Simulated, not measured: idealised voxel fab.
Proc. module: voxel ribs on slabs
The width of the displayed cross-section, cut, is 195 nm; its cells are square, with a size of 5 nm.
If you're reading a cross-section in this doc, picture square cells in a grid; it comes to you as bands, top ones listed first down to the bottom, and a band can be one or more rows of cells.
Basically the band line says how high the top is and how high the bottom is, in nm, and then what's in it from left to right, every material with its width in nm. Empty space shows up as "blank", and if a single material carries "everywhere" it runs the full band edge to edge.
Zero point of the height axis is 0; under it, received wafer = one material. Lowest band: continues down indefinitely, "from 0 down".
The two numbers in a width such as "30 to 40" mark its ends across the band: the first belongs to the top row of cells, the second to the bottom row, and from each row to the next the width moves by the same amount.
"identical to before" for a step: no cell of the cross-section changed in that step.
Closed-off voids of 8+ cells (no open route to the top) go in "Sealed internal voids", written width x height at distance from the left edge, in nm.
The remark found on a step's line after its settings is issued by the simulator itself and pertains to that step.
"overlay nm", when on a step's line for a step with a mask, measures how far to the right of its planned place the mask lay; a negative measure means to the left.
List of planned process steps
1) RECEIVE, material Si
2) DIRECTIONAL_DEP, material SiO2, thk nm 30
3) DIRECTIONAL_DEP, material SiN, thk nm 25
4) PATTERN, tone cover, mask id RIB, material resist, width nm 30, thk nm 15, overlay nm 0
5) DIRECTIONAL_ETCH, etch materials SiN, depth nm 15
6) STRIP, etch materials resist
7) DIRECTIONAL_DEP, material aC, thk nm 10
8) PATTERN, tone cover, mask id SLAB, material resist, width nm 70, thk nm 25, overlay nm 0
9) DIRECTIONAL_ETCH, etch materials aC, depth nm 10
10) STRIP, etch materials resist
11) DIRECTIONAL_ETCH, etch materials SiN, depth nm 10
12) STRIP, etch materials aC
13) FILL_DEP, material SiO2, thk nm 25
14) CMP, height nm 70
15) DIRECTIONAL_DEP, material W, thk nm 10
16) DIRECTIONAL_DEP, material aC, thk nm 15
17) PATTERN, tone cover, mask id HEATER, material resist, width nm 30, thk nm 35, overlay nm 0
18) DIRECTIONAL_ETCH, etch materials aC, depth nm 15
19) STRIP, etch materials resist
20) DIRECTIONAL_ETCH, etch materials W, depth nm 10
21) STRIP, etch materials aC
22) CONFORMAL_DEP, material SiO2, thk nm 10
Don't read the plan's width nm for step 17 as applying to every wafer: that's the first wafer's value, and the wafers differ in it, though they all start identical.
First of several wafers (as received, post step 1), cross-sectional view
    from 0 down | Si everywhere
    Sealed internal voids: none
Below: a row per wafer. Contents at end of module: for every material, cells gained since receipt (+) or lost since receipt (-); then closed voids
width nm 30, +46 SiN, +586 SiO2, +12 W, Sealed internal voids: none
width nm 35, +46 SiN, +586 SiO2, +14 W, Sealed internal voids: none
width nm 40, +46 SiN, +586 SiO2, +16 W, Sealed internal voids: none
width nm 45, +46 SiN, +586 SiO2, +18 W, Sealed internal voids: none
width nm 50, +46 SiN, +586 SiO2, +20 W, Sealed internal voids: none
width nm 55, +46 SiN, +586 SiO2, +22 W, Sealed internal voids: none
